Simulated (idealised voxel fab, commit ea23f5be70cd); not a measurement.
The following is a process module called voxel lift off.
It is cross-section cut that appears here, measuring 205 nm in width, its square cells being 5 nm in size.
Cross-section spec: square-cell grid; bands listed top down; each band is one or more rows. Read a band's entry like this: the first values are the height of its top and the height of its bottom in nm, and what follows is the sequence of materials from left to right, each with its width in nm. Note that "empty" is empty space, and that a single material marked "everywhere" reaches across the band from edge to edge. For the purposes of this specification, 0 denotes the height below which the wafer in its as-received condition is composed wholly of one material, and the lowermost band, lacking a lower limit, extends downward without end, as expressed in "top 0, no bottom". Width spec "30..40" -> top row of cells at first value, bottom row at second value, equal per-row change in between. It should be understood that the words "stayed the same", when stated for a given step, signify that the cross-section underwent no change in any of its cells during that step. In "Enclosed internal cavities" the enclosed voids are listed, meaning empty spaces of 8 cells or larger without any opening to the top. The form is width x height at distance, distance from the left edge, units nm. Text after the settings on a step's line: the simulator's own remark on that step. When a step includes a mask, the "overlay nm" setting on its line states how far to the right of its planned place that mask lay, and negative values state how far to the left.

[Below is the list of planned process steps]
1) RECEIVE: material Si
2) CONFORMAL_DEP: material Al2O3, thk nm 15
3) PATTERN: tone open, mask id LINES, material resist, width nm 30, pitch nm 55, thk nm 25, overlay nm 0
4) DIRECTIONAL_DEP: material Ru, thk nm 10
5) STRIP: etch materials resist
6) CONFORMAL_DEP: material SiN, thk nm 5

[First of two wafers, with the run carried out as planned]

[As-received wafer cross-section (after step 1)]
top 0, no bottom  Si everywhere
Enclosed internal cavities: none

[Cross-section of the wafer subsequent to step 2]
top 15, bottom 0  Al2O3 everywhere
All layers under 0 are left as they were.

[Cross-section of the wafer subsequent to step 3]
top 40, bottom 15  resist: 60 / empty: 30 / resist: 25 / empty: 30 / resist: 60
All layers under 15 are left as they were.

[Cross-section of the wafer subsequent to step 4]
top 50, bottom 40  Ru: 60 / empty: 30 / Ru: 25 / empty: 30 / Ru: 60
top 40, bottom 25  resist: 60 / empty: 30 / resist: 25 / empty: 30 / resist: 60
top 25, bottom 15  resist: 60 / Ru: 30 / resist: 25 / Ru: 30 / resist: 60
All layers under 15 are left as they were.

[Cross-section of the wafer subsequent to step 5]
top 25, bottom 15  empty: 60 / Ru: 30 / empty: 25 / Ru: 30 / empty: 60
All layers under 15 are left as they were.

[Cross-section of the wafer subsequent to step 6]
top 30, bottom 25  empty: 55 / SiN: 40 / empty: 15 / SiN: 40 / empty: 55
top 25, bottom 20  empty: 55 / SiN: 5 / Ru: 30 / SiN: 5 / empty: 15 / SiN: 5 / Ru: 30 / SiN: 5 / empty: 55
top 20, bottom 15  SiN: 60 / Ru: 30 / SiN: 25 / Ru: 30 / SiN: 60
All layers under 15 are left as they were.

[Now the other wafer: same start, same recipe, but we messed up one thing when running it. Up to and including step 1 it's the same as the first one]

[What the second wafer looks like in cross-section when step 2 should have wrapped up]
top 30, bottom 0  Al2O3 everywhere
All layers under 0 are left as they were.

[What the second wafer looks like in cross-section when step 3 should have wrapped up]
top 55, bottom 30  resist: 60 / empty: 30 / resist: 25 / empty: 30 / resist: 60
All layers under 30 are left as they were.

[What the second wafer looks like in cross-section when step 4 should have wrapped up]
top 65, bottom 55  Ru: 60 / empty: 30 / Ru: 25 / empty: 30 / Ru: 60
top 55, bottom 40  resist: 60 / empty: 30 / resist: 25 / empty: 30 / resist: 60
top 40, bottom 30  resist: 60 / Ru: 30 / resist: 25 / Ru: 30 / resist: 60
All layers under 30 are left as they were.

[What the second wafer looks like in cross-section when step 5 should have wrapped up]
top 40, bottom 30  empty: 60 / Ru: 30 / empty: 25 / Ru: 30 / empty: 60
All layers under 30 are left as they were.

[What the second wafer looks like in cross-section when step 6 should have wrapped up]
top 45, bottom 40  empty: 55 / SiN: 40 / empty: 15 / SiN: 40 / empty: 55
top 40, bottom 35  empty: 55 / SiN: 5 / Ru: 30 / SiN: 5 / empty: 15 / SiN: 5 / Ru: 30 / SiN: 5 / empty: 55
top 35, bottom 30  SiN: 60 / Ru: 30 / SiN: 25 / Ru: 30 / SiN: 60
All layers under 30 are left as they were.
Plan not followed: plan step 2 ran twice
End check, counted in cells, second wafer has more or fewer of these materials than the first: Al2O3 +123
